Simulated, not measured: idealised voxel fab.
process module | voxel gate over fins
cross-section cut | 150 nm wide | cells 5 nm
A cross-section is a grid of square cells, given in bands from the top down. A band is one or more rows of cells.
Each band's line starts with the height of the band's top and of its bottom, in nm. Then come its materials from left to right, each with its width in nm. One material with "throughout" fills the band from edge to edge. "air" is empty space.
Height 0 is the level under which the wafer as received is all one material. The lowest band goes on downwards, as in "0 down".
A width such as "30 to 40" changes by the same amount from each row of cells to the next, from the band's top row to its bottom row.
"no change" after a step means that no cell of the cross-section changed.
closed voids: empty space of 8 cells or more with no open way to the top, each as width x height at its distance from the left edge, in nm
after a step's settings: what the simulator itself notes on the step
overlay nm, on a step with a mask: how far to the right of its planned place the mask lay; to the left if negative
plan
1 op RECEIVE | material Si
2 op CONFORMAL_DEP | material SiN | thk nm 5
3 op MASKED_ETCH | tone cover | mask id FINS | width nm 15 | pitch nm 40 | etch materials SiN | depth nm 5 | overlay nm 0
4 op MASKED_ETCH | tone cover | mask id FINS | width nm 15 | pitch nm 40 | etch materials Si | depth nm 40 | overlay nm 0
5 op FILL_DEP | material SiO2 | thk nm 10
6 op CMP | height nm 5
7 op SELECTIVE_ETCH | etch materials SiO2 | depth nm 15
8 op STRIP | etch materials SiN
9 op CONFORMAL_DEP | material HfO2 | thk nm 5
10 op CONFORMAL_DEP | material TiN | thk nm 5
11 op FILL_DEP | material W | thk nm 15
12 op CMP | height nm 20
13 op CONFORMAL_DEP | material SiN | thk nm 5
varied across the wafers: width nm of step 4. The plan shows the first wafer's value. All wafers start alike
first wafer as received, after step 1
  0 down: Si throughout
  closed voids: none
first wafer at the end, after step 13
  25 to 20: SiN throughout
  20 to 10: W throughout
  10 to 5: W 15 | TiN 35 | W 5 | TiN 35 | W 5 | TiN 35 | W 20
  5 to 0: W 15 | TiN 5 | HfO2 25 | TiN 5 | W 5 | TiN 5 | HfO2 25 | TiN 5 | W 5 | TiN 5 | HfO2 25 | TiN 5 | W 20
  0 to -5: TiN 20 | HfO2 5 | Si 15 | HfO2 5 | TiN 15 | HfO2 5 | Si 15 | HfO2 5 | TiN 15 | HfO2 5 | Si 15 | HfO2 5 | TiN 25
  -5 to -10: HfO2 25 | Si 15 | HfO2 25 | Si 15 | HfO2 25 | Si 15 | HfO2 30
  -10 to -40: SiO2 25 | Si 15 | SiO2 25 | Si 15 | SiO2 25 | Si 15 | SiO2 30
  -40 down: Si throughout
  closed voids: none
last wafer at the end
  25 to 20: SiN throughout
  20 to 10: W throughout
  10 to 5: W 10 | TiN 125 | W 15
  5 to 0: W 10 | TiN 5 | HfO2 35 | TiN 5 | HfO2 35 | TiN 5 | HfO2 35 | TiN 5 | W 15
  0 to -5: TiN 15 | HfO2 5 | Si 25 | HfO2 5 | TiN 5 | HfO2 5 | Si 25 | HfO2 5 | TiN 5 | HfO2 5 | Si 25 | HfO2 5 | TiN 20
  -5 to -10: HfO2 20 | Si 25 | HfO2 15 | Si 25 | HfO2 15 | Si 25 | HfO2 25
  -10 to -40: SiO2 20 | Si 25 | SiO2 15 | Si 25 | SiO2 15 | Si 25 | SiO2 25
  -40 down: Si throughout
  closed voids: none
each wafer at the end: cells of each material gained (+) or lost (-) since it was received, then its closed voids
width nm 15 | +42 HfO2 | -168 Si | +30 SiN | +126 SiO2 | +42 TiN | +78 W | closed voids: none
width nm 20 | +42 HfO2 | -144 Si | +30 SiN | +108 SiO2 | +42 TiN | +72 W | closed voids: none
width nm 25 | +42 HfO2 | -120 Si | +30 SiN | +90 SiO2 | +38 TiN | +70 W | closed voids: none
